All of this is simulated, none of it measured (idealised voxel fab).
The process module presented herein is designated voxel self aligned contacts.
This is section cut - it's 170 nm across, gridded in 5 nm square cells.
Notation: cross-section as square-cell grid; stated in bands, top first, going down; one or more cell rows per band.
What a band's entry tells you: where the top is and where the bottom is, as heights in nm, and after that what lies inside, material by material from left to right, each with its width in nm. Empty space is written as the word "air", and a single material marked with the word "full width" occupies the band from edge to edge.
Height datum 0, below which the as-received substrate wafer is one material. Lowest band open at the bottom, running downward: "from 0 down".
It should be noted that a width expressed as "30 to 40" varies in equal increments from row to row of cells within the band, taking the value of the first number at the top row and that of the second number at the bottom row.
What does "nothing was modified" mean for a step? It means no cell of the cross-section changed in that step.
"Sealed-off cavities" contains a list of empty spaces, each no smaller than 8 cells and without an open way to the top, written in the form width x height at distance with the distance from the left edge and all three in nm.
Text after the settings on a step's line: the simulator's own remark on that step.
Regarding "overlay nm": on a step with a mask, it is the distance the mask lay to the right of its planned place; a negative value places it to the left.
**Planned process steps**
1. RECEIVE with material Si
2. CONFORMAL_DEP with material SiO2, thk nm 5
3. DIRECTIONAL_DEP with material polySi, thk nm 30
4. DIRECTIONAL_DEP with material SiN, thk nm 15
5. DIRECTIONAL_DEP with material aC, thk nm 10
6. PATTERN with tone cover, mask id GATE, material resist, width nm 25, pitch nm 55, thk nm 30, overlay nm 0
7. DIRECTIONAL_ETCH with etch materials aC, depth nm 10
8. STRIP with etch materials resist
9. DIRECTIONAL_ETCH with etch materials SiN, depth nm 15
10. DIRECTIONAL_ETCH with etch materials polySi, depth nm 30
11. STRIP with etch materials aC
12. CONFORMAL_DEP with material SiN, thk nm 5
13. DIRECTIONAL_ETCH with etch materials SiN, depth nm 5
14. FILL_DEP with material SiO2, thk nm 20
15. CMP with height nm 60
16. MASKED_ETCH with tone open, mask id CONTACT, width nm 40, pitch nm 55, etch materials SiO2, depth nm 60, overlay nm 0
17. CONFORMAL_DEP with material TiN, thk nm 5
18. FILL_DEP with material W, thk nm 10
19. CMP with height nm 60
20. CONFORMAL_DEP with material SiCN, thk nm 5
**First wafer, two in total, run as planned**
**Wafer at receipt (post step 1), cross-section**
- from 0 down: Si full width
- Sealed-off cavities: none
**Presented here is a cross-section of the wafer after step 2 has been performed**
- from 5 to 0: SiO2 full width
- Everything below 0 is unchanged.
**Presented here is a cross-section of the wafer after step 3 has been performed**
- from 35 to 5: polySi full width
- Everything below 5 is unchanged.
**Presented here is a cross-section of the wafer after step 4 has been performed**
- from 50 to 35: SiN full width
- Everything below 35 is unchanged.
**Presented here is a cross-section of the wafer after step 5 has been performed**
- from 60 to 50: aC full width
- Everything below 50 is unchanged.
**Presented here is a cross-section of the wafer after step 6 has been performed**
- from 90 to 60: air (15); resist (25); air (30); resist (25); air (30); resist (25); air (20)
- Everything below 60 is unchanged.
**Presented here is a cross-section of the wafer after step 7 has been performed**
- from 80 to 60: air (15); resist (25); air (30); resist (25); air (30); resist (25); air (20)
- from 60 to 50: air (15); aC (25); air (30); aC (25); air (30); aC (25); air (20)
- Everything below 50 is unchanged.
**Presented here is a cross-section of the wafer after step 8 has been performed**
- from 60 to 50: air (15); aC (25); air (30); aC (25); air (30); aC (25); air (20)
- Everything below 50 is unchanged.
**Presented here is a cross-section of the wafer after step 9 has been performed**
- from 60 to 50: air (15); aC (25); air (30); aC (25); air (30); aC (25); air (20)
- from 50 to 35: air (15); SiN (25); air (30); SiN (25); air (30); SiN (25); air (20)
- Everything below 35 is unchanged.
**Presented here is a cross-section of the wafer after step 10 has been performed**
- from 60 to 50: air (15); aC (25); air (30); aC (25); air (30); aC (25); air (20)
- from 50 to 35: air (15); SiN (25); air (30); SiN (25); air (30); SiN (25); air (20)
- from 35 to 5: air (15); polySi (25); air (30); polySi (25); air (30); polySi (25); air (20)
- Everything below 5 is unchanged.
**Presented here is a cross-section of the wafer after step 11 has been performed**
- from 50 to 35: air (15); SiN (25); air (30); SiN (25); air (30); SiN (25); air (20)
- Everything below 35 is unchanged.
**Presented here is a cross-section of the wafer after step 12 has been performed**
- from 55 to 35: air (10); SiN (35); air (20); SiN (35); air (20); SiN (35); air (15)
- from 35 to 10: air (10); SiN (5); polySi (25); SiN (5); air (20); SiN (5); polySi (25); SiN (5); air (20); SiN (5); polySi (25); SiN (5); air (15)
- from 10 to 5: SiN (15); polySi (25); SiN (30); polySi (25); SiN (30); polySi (25); SiN (20)
- Everything below 5 is unchanged.
**Presented here is a cross-section of the wafer after step 13 has been performed**
- from 50 to 35: air (10); SiN (35); air (20); SiN (35); air (20); SiN (35); air (15)
- from 35 to 5: air (10); SiN (5); polySi (25); SiN (5); air (20); SiN (5); polySi (25); SiN (5); air (20); SiN (5); polySi (25); SiN (5); air (15)
- Everything below 5 is unchanged.
**Presented here is a cross-section of the wafer after step 14 has been performed**
- from 70 to 50: SiO2 full width
- from 50 to 35: SiO2 (10); SiN (35); SiO2 (20); SiN (35); SiO2 (20); SiN (35); SiO2 (15)
- from 35 to 5: SiO2 (10); SiN (5); polySi (25); SiN (5); SiO2 (20); SiN (5); polySi (25); SiN (5); SiO2 (20); SiN (5); polySi (25); SiN (5); SiO2 (15)
- Everything below 5 is unchanged.
**Presented here is a cross-section of the wafer after step 15 has been performed**
- from 60 to 50: SiO2 full width
- Everything below 50 is unchanged.
**Presented here is a cross-section of the wafer after step 16 has been performed**
- from 60 to 50: SiO2 (35); air (40); SiO2 (15); air (40); SiO2 (40)
- from 50 to 35: SiO2 (10); SiN (35); air (20); SiN (35); air (20); SiN (35); SiO2 (15)
- from 35 to 5: SiO2 (10); SiN (5); polySi (25); SiN (5); air (20); SiN (5); polySi (25); SiN (5); air (20); SiN (5); polySi (25); SiN (5); SiO2 (15)
- from 5 to 0: SiO2 (45); air (20); SiO2 (35); air (20); SiO2 (50)
- Everything below 0 is unchanged.
**Presented here is a cross-section of the wafer after step 17 has been performed**
- from 65 to 60: TiN (40); air (30); TiN (25); air (30); TiN (45)
- from 60 to 50: SiO2 (35); TiN (5 to 15); air (30 to 10); TiN (5 to 15); SiO2 (15); TiN (5 to 15); air (30 to 10); TiN (5 to 15); SiO2 (40)
- from 50 to 35: SiO2 (10); SiN (35); TiN (5); air (10); TiN (5); SiN (35); TiN (5); air (10); TiN (5); SiN (35); SiO2 (15)
- from 35 to 5: SiO2 (10); SiN (5); polySi (25); SiN (5); TiN (5); air (10); TiN (5); SiN (5); polySi (25); SiN (5); TiN (5); air (10); TiN (5); SiN (5); polySi (25); SiN (5); SiO2 (15)
- from 5 to 0: SiO2 (45); TiN (20); SiO2 (35); TiN (20); SiO2 (50)
- Everything below 0 is unchanged.
**Presented here is a cross-section of the wafer after step 18 has been performed**
- from 75 to 65: W full width
- from 65 to 60: TiN (40); W (30); TiN (25); W (30); TiN (45)
- from 60 to 50: SiO2 (35); TiN (5 to 15); W (30 to 10); TiN (5 to 15); SiO2 (15); TiN (5 to 15); W (30 to 10); TiN (5 to 15); SiO2 (40)
- from 50 to 35: SiO2 (10); SiN (35); TiN (5); W (10); TiN (5); SiN (35); TiN (5); W (10); TiN (5); SiN (35); SiO2 (15)
- from 35 to 5: SiO2 (10); SiN (5); polySi (25); SiN (5); TiN (5); W (10); TiN (5); SiN (5); polySi (25); SiN (5); TiN (5); W (10); TiN (5); SiN (5); polySi (25); SiN (5); SiO2 (15)
- Everything below 5 is unchanged.
**Presented here is a cross-section of the wafer after step 19 has been performed**
- from 60 to 50: SiO2 (35); TiN (5 to 15); W (30 to 10); TiN (5 to 15); SiO2 (15); TiN (5 to 15); W (30 to 10); TiN (5 to 15); SiO2 (40)
- Everything below 50 is unchanged.
**Presented here is a cross-section of the wafer after step 20 has been performed**
- from 65 to 60: SiCN full width
- Everything below 60 is unchanged.
**Second Wafer (Identical Start and Plan, One Processing Error; Matches First Wafer Through Step 15)**
**Look at the second wafer in cross-section at the time step 16 ought to have finished**
- from 60 to 50: air (35); SiO2 (40); air (15); SiO2 (40); air (40)
- from 50 to 35: air (10); SiN (35); SiO2 (20); SiN (35); SiO2 (20); SiN (35); air (15)
- from 35 to 5: air (10); SiN (5); polySi (25); SiN (5); SiO2 (20); SiN (5); polySi (25); SiN (5); SiO2 (20); SiN (5); polySi (25); SiN (5); air (15)
- from 5 to 0: air (10); SiO2 (145); air (15)
- Everything below 0 is unchanged.
**Look at the second wafer in cross-section at the time step 17 ought to have finished**
- from 65 to 60: air (30); TiN (50); air (5); TiN (50); air (35)
- from 60 to 55: air (30); TiN (5); SiO2 (40); TiN (5); air (5); TiN (5); SiO2 (40); TiN (5); air (35)
- from 55 to 50: air (5); TiN (30); SiO2 (40); TiN (15); SiO2 (40); TiN (30); air (10)
- from 50 to 35: air (5); TiN (5); SiN (35); SiO2 (20); SiN (35); SiO2 (20); SiN (35); TiN (5); air (10)
- from 35 to 5: air (5); TiN (5); SiN (5); polySi (25); SiN (5); SiO2 (20); SiN (5); polySi (25); SiN (5); SiO2 (20); SiN (5); polySi (25); SiN (5); TiN (5); air (10)
- from 5 to 0: TiN (10); SiO2 (145); TiN (15)
- Everything below 0 is unchanged.
**Look at the second wafer in cross-section at the time step 18 ought to have finished**
- from 75 to 65: W full width
- from 65 to 60: W (30); TiN (50); W (5); TiN (50); W (35)
- from 60 to 55: W (30); TiN (5); SiO2 (40); TiN (5); W (5); TiN (5); SiO2 (40); TiN (5); W (35)
- from 55 to 50: W (5); TiN (30); SiO2 (40); TiN (15); SiO2 (40); TiN (30); W (10)
- from 50 to 35: W (5); TiN (5); SiN (35); SiO2 (20); SiN (35); SiO2 (20); SiN (35); TiN (5); W (10)
- from 35 to 5: W (5); TiN (5); SiN (5); polySi (25); SiN (5); SiO2 (20); SiN (5); polySi (25); SiN (5); SiO2 (20); SiN (5); polySi (25); SiN (5); TiN (5); W (10)
- Everything below 5 is unchanged.
**Look at the second wafer in cross-section at the time step 19 ought to have finished**
- from 60 to 55: W (30); TiN (5); SiO2 (40); TiN (5); W (5); TiN (5); SiO2 (40); TiN (5); W (35)
- Everything below 55 is unchanged.
**Look at the second wafer in cross-section at the time step 20 ought to have finished**
- from 65 to 60: SiCN full width
- Everything below 60 is unchanged.
What was the processing mistake? step 16 did not happen as planned, as run it was MASKED_ETCH with tone cover, mask id CONTACT, width nm 40, pitch nm 55, etch materials SiO2, depth nm 60, overlay nm 0
Once processing is complete, comparing cell counts shows that the second wafer has more or fewer of certain materials than the first: SiO2: 26 more; TiN: 18 fewer; W: 8 fewer
